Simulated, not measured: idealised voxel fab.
process module | voxel transistor to metal
cross-section cut | 170 nm wide | cells 5 nm
A cross-section is a grid of square cells, given in bands from the top down. A band is one or more rows of cells.
Each band's line starts with the height of the band's top and of its bottom, in nm. Then come its materials from left to right, each with its width in nm. One material with "throughout" fills the band from edge to edge. "air" is empty space.
Height 0 is the level under which the wafer as received is all one material. The lowest band goes on downwards, as in "0 down".
A width such as "30 to 40" changes by the same amount from each row of cells to the next, from the band's top row to its bottom row.
"no change" after a step means that no cell of the cross-section changed.
closed voids: empty space of 8 cells or more with no open way to the top, each as width x height at its distance from the left edge, in nm
after a step's settings: what the simulator itself notes on the step
overlay nm, on a step with a mask: how far to the right of its planned place the mask lay; to the left if negative
plan
1 op RECEIVE | material Si
2 op OXIDIZE | depth nm 5
3 op CONFORMAL_DEP | material SiN | thk nm 10
4 op PATTERN | tone cover | mask id ACTIVE | material resist | width nm 95 | thk nm 20 | overlay nm 0
5 op DIRECTIONAL_ETCH | etch materials SiN | depth nm 10
6 op DIRECTIONAL_ETCH | etch materials SiO2 | depth nm 5
7 op DIRECTIONAL_ETCH | etch materials Si | depth nm 35
8 op STRIP | etch materials resist
9 op OXIDIZE | depth nm 5
10 op FILL_DEP | material SiO2 | thk nm 15
11 op CMP | height nm 10
12 op SELECTIVE_ETCH | etch materials SiO2 | depth nm 10
13 op STRIP | etch materials SiN
14 op SELECTIVE_ETCH | etch materials SiO2 | depth nm 5
15 op OXIDIZE | depth nm 5
16 op DIRECTIONAL_DEP | material polySi | thk nm 25
17 op DIRECTIONAL_DEP | material SiCN | thk nm 10
18 op MASKED_ETCH | tone cover | mask id GATE | width nm 25 | etch materials SiCN | depth nm 20 | overlay nm 0
19 op MASKED_ETCH | tone cover | mask id GATE | width nm 25 | etch materials polySi | depth nm 35 | overlay nm 0
20 op CONFORMAL_DEP | material SiO2 | thk nm 5
21 op DIRECTIONAL_ETCH | etch materials SiO2 | depth nm 5
22 op CONFORMAL_DEP | material SiN | thk nm 10
23 op DIRECTIONAL_ETCH | etch materials SiN | depth nm 10
24 op DIRECTIONAL_ETCH | etch materials SiO2 | depth nm 5
25 op EPI | material pSi | thk nm 5
26 op FILL_DEP | material SiO2 | thk nm 10
27 op CMP | height nm 20
28 op STRIP | etch materials polySi
29 op SELECTIVE_ETCH | etch materials SiO2 | depth nm 5
30 op CONFORMAL_DEP | material HfO2 | thk nm 5
31 op CONFORMAL_DEP | material TiN | thk nm 5
32 op FILL_DEP | material W | thk nm 10
33 op CMP | height nm 15
34 op DIRECTIONAL_DEP | material SiO2 | thk nm 15
35 op MASKED_ETCH | tone open | mask id CONTACT | width nm 15 | pitch nm 70 | etch materials SiO2 | depth nm 35 | overlay nm 0
36 op CONFORMAL_DEP | material TiN | thk nm 5
37 op FILL_DEP | material W | thk nm 10
38 op CMP | height nm 30
39 op CONFORMAL_DEP | material SiN | thk nm 5
40 op DIRECTIONAL_DEP | material lowk | thk nm 20
41 op MASKED_ETCH | tone open | mask id METAL_1 | width nm 15 | pitch nm 70 | etch materials lowk | depth nm 20 | overlay nm 0
42 op MASKED_ETCH | tone open | mask id METAL_1 | width nm 15 | pitch nm 70 | etch materials SiN | depth nm 5 | overlay nm 0
43 op CONFORMAL_DEP | material TiN | thk nm 5
44 op FILL_DEP | material W | thk nm 5
45 op CMP | height nm 55
46 op EPI | material Ru | thk nm 5
47 op FILL_DEP | material SiCN | thk nm 5
first wafer, as planned
as received, after step 1
  0 down: Si throughout
  closed voids: none
after step 2
  0 to -5: SiO2 throughout
  below -5: unchanged
after step 3
  10 to 0: SiN throughout
  below 0: unchanged
after step 4
  30 to 10: air 35 | resist 95 | air 40
  below 10: unchanged
after step 5
  30 to 10: air 35 | resist 95 | air 40
  10 to 0: air 35 | SiN 95 | air 40
  below 0: unchanged
after step 6
  30 to 10: air 35 | resist 95 | air 40
  10 to 0: air 35 | SiN 95 | air 40
  0 to -5: air 35 | SiO2 95 | air 40
  below -5: unchanged
after step 7
  30 to 10: air 35 | resist 95 | air 40
  10 to 0: air 35 | SiN 95 | air 40
  0 to -5: air 35 | SiO2 95 | air 40
  -5 to -40: air 35 | Si 95 | air 40
  below -40: unchanged
after step 8
  10 to 0: air 35 | SiN 95 | air 40
  below 0: unchanged
after step 9
  10 to 0: air 35 | SiN 95 | air 40
  0 to -5: air 35 | SiO2 95 | air 40
  -5 to -40: air 35 | SiO2 5 | Si 85 | SiO2 5 | air 40
  -40 to -45: SiO2 40 | Si 85 | SiO2 45
  below -45: unchanged
after step 10
  25 to 10: SiO2 throughout
  10 to 0: SiO2 35 | SiN 95 | SiO2 40
  0 to -5: SiO2 throughout
  -5 to -45: SiO2 40 | Si 85 | SiO2 45
  below -45: unchanged
after step 11
  10 to 0: SiO2 35 | SiN 95 | SiO2 40
  below 0: unchanged
after step 12
  10 to 0: air 35 | SiN 95 | air 40
  below 0: unchanged
after step 13
  0 to -5: SiO2 throughout
  below -5: unchanged
after step 14
  -5 to -45: SiO2 40 | Si 85 | SiO2 45
  below -45: unchanged
after step 15
  -5 to -10: SiO2 throughout
  below -10: unchanged
after step 16
  20 to -5: polySi throughout
  below -5: unchanged
after step 17
  30 to 20: SiCN throughout
  below 20: unchanged
after step 18
  30 to 20: air 70 | SiCN 25 | air 75
  below 20: unchanged
after step 19
  30 to 20: air 70 | SiCN 25 | air 75
  20 to -5: air 70 | polySi 25 | air 75
  below -5: unchanged
after step 20
  35 to 30: air 65 | SiO2 35 | air 70
  30 to 20: air 65 | SiO2 5 | SiCN 25 | SiO2 5 | air 70
  20 to 0: air 65 | SiO2 5 | polySi 25 | SiO2 5 | air 70
  0 to -5: SiO2 70 | polySi 25 | SiO2 75
  below -5: unchanged
after step 21
  30 to 20: air 65 | SiO2 5 | SiCN 25 | SiO2 5 | air 70
  20 to -5: air 65 | SiO2 5 | polySi 25 | SiO2 5 | air 70
  below -5: unchanged
after step 22
  40 to 30: air 55 | SiN 55 | air 60
  30 to 20: air 55 | SiN 10 | SiO2 5 | SiCN 25 | SiO2 5 | SiN 10 | air 60
  20 to 5: air 55 | SiN 10 | SiO2 5 | polySi 25 | SiO2 5 | SiN 10 | air 60
  5 to -5: SiN 65 | SiO2 5 | polySi 25 | SiO2 5 | SiN 70
  below -5: unchanged
after step 23
  30 to 20: air 55 | SiN 10 | SiO2 5 | SiCN 25 | SiO2 5 | SiN 10 | air 60
  20 to -5: air 55 | SiN 10 | SiO2 5 | polySi 25 | SiO2 5 | SiN 10 | air 60
  below -5: unchanged
after step 24
  30 to 25: air 55 | SiN 10 | air 5 | SiCN 25 | air 5 | SiN 10 | air 60
  25 to 20: air 55 | SiN 10 | SiO2 5 | SiCN 25 | SiO2 5 | SiN 10 | air 60
  20 to -5: air 55 | SiN 10 | SiO2 5 | polySi 25 | SiO2 5 | SiN 10 | air 60
  -5 to -10: air 55 | SiO2 55 | air 60
  below -10: unchanged
after step 25
  30 to 25: air 55 | SiN 10 | air 5 | SiCN 25 | air 5 | SiN 10 | air 60
  25 to 20: air 55 | SiN 10 | SiO2 5 | SiCN 25 | SiO2 5 | SiN 10 | air 60
  20 to -5: air 55 | SiN 10 | SiO2 5 | polySi 25 | SiO2 5 | SiN 10 | air 60
  -5 to -10: air 35 | pSi 20 | SiO2 55 | pSi 20 | air 40
  below -10: unchanged
after step 26
  40 to 30: SiO2 throughout
  30 to 20: SiO2 55 | SiN 10 | SiO2 5 | SiCN 25 | SiO2 5 | SiN 10 | SiO2 60
  20 to -5: SiO2 55 | SiN 10 | SiO2 5 | polySi 25 | SiO2 5 | SiN 10 | SiO2 60
  -5 to -10: SiO2 35 | pSi 20 | SiO2 55 | pSi 20 | SiO2 40
  below -10: unchanged
after step 27
  20 to -5: SiO2 55 | SiN 10 | SiO2 5 | polySi 25 | SiO2 5 | SiN 10 | SiO2 60
  below -5: unchanged
after step 28
  20 to -5: SiO2 55 | SiN 10 | SiO2 5 | air 25 | SiO2 5 | SiN 10 | SiO2 60
  below -5: unchanged
after step 29
  20 to 15: air 55 | SiN 10 | air 35 | SiN 10 | air 60
  15 to -5: SiO2 55 | SiN 10 | air 35 | SiN 10 | SiO2 60
  -5 to -10: SiO2 35 | pSi 20 | SiO2 10 | air 35 | SiO2 10 | pSi 20 | SiO2 40
  below -10: unchanged
after step 30
  25 to 20: air 50 | HfO2 20 | air 25 | HfO2 20 | air 55
  20 to 15: HfO2 55 | SiN 10 | HfO2 5 | air 25 | HfO2 5 | SiN 10 | HfO2 60
  15 to -5: SiO2 55 | SiN 10 | HfO2 5 | air 25 | HfO2 5 | SiN 10 | SiO2 60
  -5 to -10: SiO2 35 | pSi 20 | SiO2 10 | HfO2 35 | SiO2 10 | pSi 20 | SiO2 40
  below -10: unchanged
after step 31
  30 to 25: air 45 | TiN 30 | air 15 | TiN 30 | air 50
  25 to 20: TiN 50 | HfO2 20 | TiN 5 | air 15 | TiN 5 | HfO2 20 | TiN 55
  20 to 15: HfO2 55 | SiN 10 | HfO2 5 | TiN 5 | air 15 | TiN 5 | HfO2 5 | SiN 10 | HfO2 60
  15 to 0: SiO2 55 | SiN 10 | HfO2 5 | TiN 5 | air 15 | TiN 5 | HfO2 5 | SiN 10 | SiO2 60
  0 to -5: SiO2 55 | SiN 10 | HfO2 5 | TiN 25 | HfO2 5 | SiN 10 | SiO2 60
  below -5: unchanged
after step 32
  40 to 30: W throughout
  30 to 25: W 45 | TiN 30 | W 15 | TiN 30 | W 50
  25 to 20: TiN 50 | HfO2 20 | TiN 5 | W 15 | TiN 5 | HfO2 20 | TiN 55
  20 to 15: HfO2 55 | SiN 10 | HfO2 5 | TiN 5 | W 15 | TiN 5 | HfO2 5 | SiN 10 | HfO2 60
  15 to 0: SiO2 55 | SiN 10 | HfO2 5 | TiN 5 | W 15 | TiN 5 | HfO2 5 | SiN 10 | SiO2 60
  below 0: unchanged
after step 33
  15 to 0: SiO2 55 | SiN 10 | HfO2 5 | TiN 5 | W 15 | TiN 5 | HfO2 5 | SiN 10 | SiO2 60
  below 0: unchanged
after step 34
  30 to 15: SiO2 throughout
  below 15: unchanged
after step 35
  30 to 15: SiO2 40 | air 15 | SiO2 55 | air 15 | SiO2 45
  15 to 0: SiO2 40 | air 15 | SiN 10 | HfO2 5 | TiN 5 | W 15 | TiN 5 | HfO2 5 | SiN 10 | air 15 | SiO2 45
  0 to -5: SiO2 40 | air 15 | SiN 10 | HfO2 5 | TiN 25 | HfO2 5 | SiN 10 | air 15 | SiO2 45
  below -5: unchanged
after step 36
  35 to 30: TiN 45 | air 5 | TiN 65 | air 5 | TiN 50
  30 to 15: SiO2 40 | TiN 5 | air 5 | TiN 5 | SiO2 55 | TiN 5 | air 5 | TiN 5 | SiO2 45
  15 to 0: SiO2 40 | TiN 5 | air 5 | TiN 5 | SiN 10 | HfO2 5 | TiN 5 | W 15 | TiN 5 | HfO2 5 | SiN 10 | TiN 5 | air 5 | TiN 5 | SiO2 45
  0 to -5: SiO2 40 | TiN 15 | SiN 10 | HfO2 5 | TiN 25 | HfO2 5 | SiN 10 | TiN 15 | SiO2 45
  below -5: unchanged
after step 37
  45 to 35: W throughout
  35 to 30: TiN 45 | W 5 | TiN 65 | W 5 | TiN 50
  30 to 15: SiO2 40 | TiN 5 | W 5 | TiN 5 | SiO2 55 | TiN 5 | W 5 | TiN 5 | SiO2 45
  15 to 0: SiO2 40 | TiN 5 | W 5 | TiN 5 | SiN 10 | HfO2 5 | TiN 5 | W 15 | TiN 5 | HfO2 5 | SiN 10 | TiN 5 | W 5 | TiN 5 | SiO2 45
  below 0: unchanged
after step 38
  30 to 15: SiO2 40 | TiN 5 | W 5 | TiN 5 | SiO2 55 | TiN 5 | W 5 | TiN 5 | SiO2 45
  below 15: unchanged
after step 39
  35 to 30: SiN throughout
  below 30: unchanged
after step 40
  55 to 35: lowk throughout
  below 35: unchanged
after step 41
  55 to 35: lowk 40 | air 15 | lowk 55 | air 15 | lowk 45
  below 35: unchanged
after step 42
  55 to 35: lowk 40 | air 15 | lowk 55 | air 15 | lowk 45
  35 to 30: SiN 40 | air 15 | SiN 55 | air 15 | SiN 45
  below 30: unchanged
after step 43
  60 to 55: TiN 45 | air 5 | TiN 65 | air 5 | TiN 50
  55 to 35: lowk 40 | TiN 5 | air 5 | TiN 5 | lowk 55 | TiN 5 | air 5 | TiN 5 | lowk 45
  35 to 30: SiN 40 | TiN 15 | SiN 55 | TiN 15 | SiN 45
  below 30: unchanged
after step 44
  65 to 60: W throughout
  60 to 55: TiN 45 | W 5 | TiN 65 | W 5 | TiN 50
  55 to 35: lowk 40 | TiN 5 | W 5 | TiN 5 | lowk 55 | TiN 5 | W 5 | TiN 5 | lowk 45
  below 35: unchanged
after step 45
  55 to 35: lowk 40 | TiN 5 | W 5 | TiN 5 | lowk 55 | TiN 5 | W 5 | TiN 5 | lowk 45
  below 35: unchanged
after step 46
  60 to 55: air 35 | Ru 25 | air 45 | Ru 25 | air 40
  below 55: unchanged
after step 47
  65 to 60: SiCN throughout
  60 to 55: SiCN 35 | Ru 25 | SiCN 45 | Ru 25 | SiCN 40
  below 55: unchanged
second wafer: like start, like plan, one mistake. Through step 6 it matches the first wafer
when step 7 should have ended
  30 to 10: air 35 | resist 95 | air 40
  10 to 0: air 35 | SiN 95 | air 40
  0 to -5: air 35 | SiO2 95 | air 40
  -5 to -75: air 35 | Si 95 | air 40
  below -75: unchanged
when step 8 should have ended
  10 to 0: air 35 | SiN 95 | air 40
  below 0: unchanged
when step 9 should have ended
  10 to 0: air 35 | SiN 95 | air 40
  0 to -5: air 35 | SiO2 95 | air 40
  -5 to -75: air 35 | SiO2 5 | Si 85 | SiO2 5 | air 40
  -75 to -80: SiO2 40 | Si 85 | SiO2 45
  below -80: unchanged
when step 10 should have ended
  25 to 10: SiO2 throughout
  10 to 0: SiO2 35 | SiN 95 | SiO2 40
  0 to -5: SiO2 throughout
  -5 to -80: SiO2 40 | Si 85 | SiO2 45
  below -80: unchanged
when step 11 should have ended
  10 to 0: SiO2 35 | SiN 95 | SiO2 40
  below 0: unchanged
when step 12 should have ended
  10 to 0: air 35 | SiN 95 | air 40
  below 0: unchanged
when step 13 should have ended
  0 to -5: SiO2 throughout
  below -5: unchanged
when step 14 should have ended
  -5 to -80: SiO2 40 | Si 85 | SiO2 45
  below -80: unchanged
when step 15 should have ended
  -5 to -10: SiO2 throughout
  below -10: unchanged
when step 16 should have ended
  20 to -5: polySi throughout
  below -5: unchanged
when step 17 should have ended
  30 to 20: SiCN throughout
  below 20: unchanged
when step 18 should have ended
  30 to 20: air 70 | SiCN 25 | air 75
  below 20: unchanged
when step 19 should have ended
  30 to 20: air 70 | SiCN 25 | air 75
  20 to -5: air 70 | polySi 25 | air 75
  below -5: unchanged
when step 20 should have ended
  35 to 30: air 65 | SiO2 35 | air 70
  30 to 20: air 65 | SiO2 5 | SiCN 25 | SiO2 5 | air 70
  20 to 0: air 65 | SiO2 5 | polySi 25 | SiO2 5 | air 70
  0 to -5: SiO2 70 | polySi 25 | SiO2 75
  below -5: unchanged
when step 21 should have ended
  30 to 20: air 65 | SiO2 5 | SiCN 25 | SiO2 5 | air 70
  20 to -5: air 65 | SiO2 5 | polySi 25 | SiO2 5 | air 70
  below -5: unchanged
when step 22 should have ended
  40 to 30: air 55 | SiN 55 | air 60
  30 to 20: air 55 | SiN 10 | SiO2 5 | SiCN 25 | SiO2 5 | SiN 10 | air 60
  20 to 5: air 55 | SiN 10 | SiO2 5 | polySi 25 | SiO2 5 | SiN 10 | air 60
  5 to -5: SiN 65 | SiO2 5 | polySi 25 | SiO2 5 | SiN 70
  below -5: unchanged
when step 23 should have ended
  30 to 20: air 55 | SiN 10 | SiO2 5 | SiCN 25 | SiO2 5 | SiN 10 | air 60
  20 to -5: air 55 | SiN 10 | SiO2 5 | polySi 25 | SiO2 5 | SiN 10 | air 60
  below -5: unchanged
when step 24 should have ended
  30 to 25: air 55 | SiN 10 | air 5 | SiCN 25 | air 5 | SiN 10 | air 60
  25 to 20: air 55 | SiN 10 | SiO2 5 | SiCN 25 | SiO2 5 | SiN 10 | air 60
  20 to -5: air 55 | SiN 10 | SiO2 5 | polySi 25 | SiO2 5 | SiN 10 | air 60
  -5 to -10: air 55 | SiO2 55 | air 60
  below -10: unchanged
when step 25 should have ended
  30 to 25: air 55 | SiN 10 | air 5 | SiCN 25 | air 5 | SiN 10 | air 60
  25 to 20: air 55 | SiN 10 | SiO2 5 | SiCN 25 | SiO2 5 | SiN 10 | air 60
  20 to -5: air 55 | SiN 10 | SiO2 5 | polySi 25 | SiO2 5 | SiN 10 | air 60
  -5 to -10: air 35 | pSi 20 | SiO2 55 | pSi 20 | air 40
  below -10: unchanged
when step 26 should have ended
  40 to 30: SiO2 throughout
  30 to 20: SiO2 55 | SiN 10 | SiO2 5 | SiCN 25 | SiO2 5 | SiN 10 | SiO2 60
  20 to -5: SiO2 55 | SiN 10 | SiO2 5 | polySi 25 | SiO2 5 | SiN 10 | SiO2 60
  -5 to -10: SiO2 35 | pSi 20 | SiO2 55 | pSi 20 | SiO2 40
  below -10: unchanged
when step 27 should have ended
  20 to -5: SiO2 55 | SiN 10 | SiO2 5 | polySi 25 | SiO2 5 | SiN 10 | SiO2 60
  below -5: unchanged
when step 28 should have ended
  20 to -5: SiO2 55 | SiN 10 | SiO2 5 | air 25 | SiO2 5 | SiN 10 | SiO2 60
  below -5: unchanged
when step 29 should have ended
  20 to 15: air 55 | SiN 10 | air 35 | SiN 10 | air 60
  15 to -5: SiO2 55 | SiN 10 | air 35 | SiN 10 | SiO2 60
  -5 to -10: SiO2 35 | pSi 20 | SiO2 10 | air 35 | SiO2 10 | pSi 20 | SiO2 40
  below -10: unchanged
when step 30 should have ended
  25 to 20: air 50 | HfO2 20 | air 25 | HfO2 20 | air 55
  20 to 15: HfO2 55 | SiN 10 | HfO2 5 | air 25 | HfO2 5 | SiN 10 | HfO2 60
  15 to -5: SiO2 55 | SiN 10 | HfO2 5 | air 25 | HfO2 5 | SiN 10 | SiO2 60
  -5 to -10: SiO2 35 | pSi 20 | SiO2 10 | HfO2 35 | SiO2 10 | pSi 20 | SiO2 40
  below -10: unchanged
when step 31 should have ended
  30 to 25: air 45 | TiN 30 | air 15 | TiN 30 | air 50
  25 to 20: TiN 50 | HfO2 20 | TiN 5 | air 15 | TiN 5 | HfO2 20 | TiN 55
  20 to 15: HfO2 55 | SiN 10 | HfO2 5 | TiN 5 | air 15 | TiN 5 | HfO2 5 | SiN 10 | HfO2 60
  15 to 0: SiO2 55 | SiN 10 | HfO2 5 | TiN 5 | air 15 | TiN 5 | HfO2 5 | SiN 10 | SiO2 60
  0 to -5: SiO2 55 | SiN 10 | HfO2 5 | TiN 25 | HfO2 5 | SiN 10 | SiO2 60
  below -5: unchanged
when step 32 should have ended
  40 to 30: W throughout
  30 to 25: W 45 | TiN 30 | W 15 | TiN 30 | W 50
  25 to 20: TiN 50 | HfO2 20 | TiN 5 | W 15 | TiN 5 | HfO2 20 | TiN 55
  20 to 15: HfO2 55 | SiN 10 | HfO2 5 | TiN 5 | W 15 | TiN 5 | HfO2 5 | SiN 10 | HfO2 60
  15 to 0: SiO2 55 | SiN 10 | HfO2 5 | TiN 5 | W 15 | TiN 5 | HfO2 5 | SiN 10 | SiO2 60
  below 0: unchanged
when step 33 should have ended
  15 to 0: SiO2 55 | SiN 10 | HfO2 5 | TiN 5 | W 15 | TiN 5 | HfO2 5 | SiN 10 | SiO2 60
  below 0: unchanged
when step 34 should have ended
  30 to 15: SiO2 throughout
  below 15: unchanged
when step 35 should have ended
  30 to 15: SiO2 40 | air 15 | SiO2 55 | air 15 | SiO2 45
  15 to 0: SiO2 40 | air 15 | SiN 10 | HfO2 5 | TiN 5 | W 15 | TiN 5 | HfO2 5 | SiN 10 | air 15 | SiO2 45
  0 to -5: SiO2 40 | air 15 | SiN 10 | HfO2 5 | TiN 25 | HfO2 5 | SiN 10 | air 15 | SiO2 45
  below -5: unchanged
when step 36 should have ended
  35 to 30: TiN 45 | air 5 | TiN 65 | air 5 | TiN 50
  30 to 15: SiO2 40 | TiN 5 | air 5 | TiN 5 | SiO2 55 | TiN 5 | air 5 | TiN 5 | SiO2 45
  15 to 0: SiO2 40 | TiN 5 | air 5 | TiN 5 | SiN 10 | HfO2 5 | TiN 5 | W 15 | TiN 5 | HfO2 5 | SiN 10 | TiN 5 | air 5 | TiN 5 | SiO2 45
  0 to -5: SiO2 40 | TiN 15 | SiN 10 | HfO2 5 | TiN 25 | HfO2 5 | SiN 10 | TiN 15 | SiO2 45
  below -5: unchanged
when step 37 should have ended
  45 to 35: W throughout
  35 to 30: TiN 45 | W 5 | TiN 65 | W 5 | TiN 50
  30 to 15: SiO2 40 | TiN 5 | W 5 | TiN 5 | SiO2 55 | TiN 5 | W 5 | TiN 5 | SiO2 45
  15 to 0: SiO2 40 | TiN 5 | W 5 | TiN 5 | SiN 10 | HfO2 5 | TiN 5 | W 15 | TiN 5 | HfO2 5 | SiN 10 | TiN 5 | W 5 | TiN 5 | SiO2 45
  below 0: unchanged
when step 38 should have ended
  30 to 15: SiO2 40 | TiN 5 | W 5 | TiN 5 | SiO2 55 | TiN 5 | W 5 | TiN 5 | SiO2 45
  below 15: unchanged
when step 39 should have ended
  35 to 30: SiN throughout
  below 30: unchanged
when step 40 should have ended
  55 to 35: lowk throughout
  below 35: unchanged
when step 41 should have ended
  55 to 35: lowk 40 | air 15 | lowk 55 | air 15 | lowk 45
  below 35: unchanged
when step 42 should have ended
  55 to 35: lowk 40 | air 15 | lowk 55 | air 15 | lowk 45
  35 to 30: SiN 40 | air 15 | SiN 55 | air 15 | SiN 45
  below 30: unchanged
when step 43 should have ended
  60 to 55: TiN 45 | air 5 | TiN 65 | air 5 | TiN 50
  55 to 35: lowk 40 | TiN 5 | air 5 | TiN 5 | lowk 55 | TiN 5 | air 5 | TiN 5 | lowk 45
  35 to 30: SiN 40 | TiN 15 | SiN 55 | TiN 15 | SiN 45
  below 30: unchanged
when step 44 should have ended
  65 to 60: W throughout
  60 to 55: TiN 45 | W 5 | TiN 65 | W 5 | TiN 50
  55 to 35: lowk 40 | TiN 5 | W 5 | TiN 5 | lowk 55 | TiN 5 | W 5 | TiN 5 | lowk 45
  below 35: unchanged
when step 45 should have ended
  55 to 35: lowk 40 | TiN 5 | W 5 | TiN 5 | lowk 55 | TiN 5 | W 5 | TiN 5 | lowk 45
  below 35: unchanged
when step 46 should have ended
  60 to 55: air 35 | Ru 25 | air 45 | Ru 25 | air 40
  below 55: unchanged
when step 47 should have ended
  65 to 60: SiCN throughout
  60 to 55: SiCN 35 | Ru 25 | SiCN 45 | Ru 25 | SiCN 40
  below 55: unchanged
what went wrong: step 7 was run twice
at the end the second wafer has, in cells: 119 fewer of Si | 119 more of SiO2
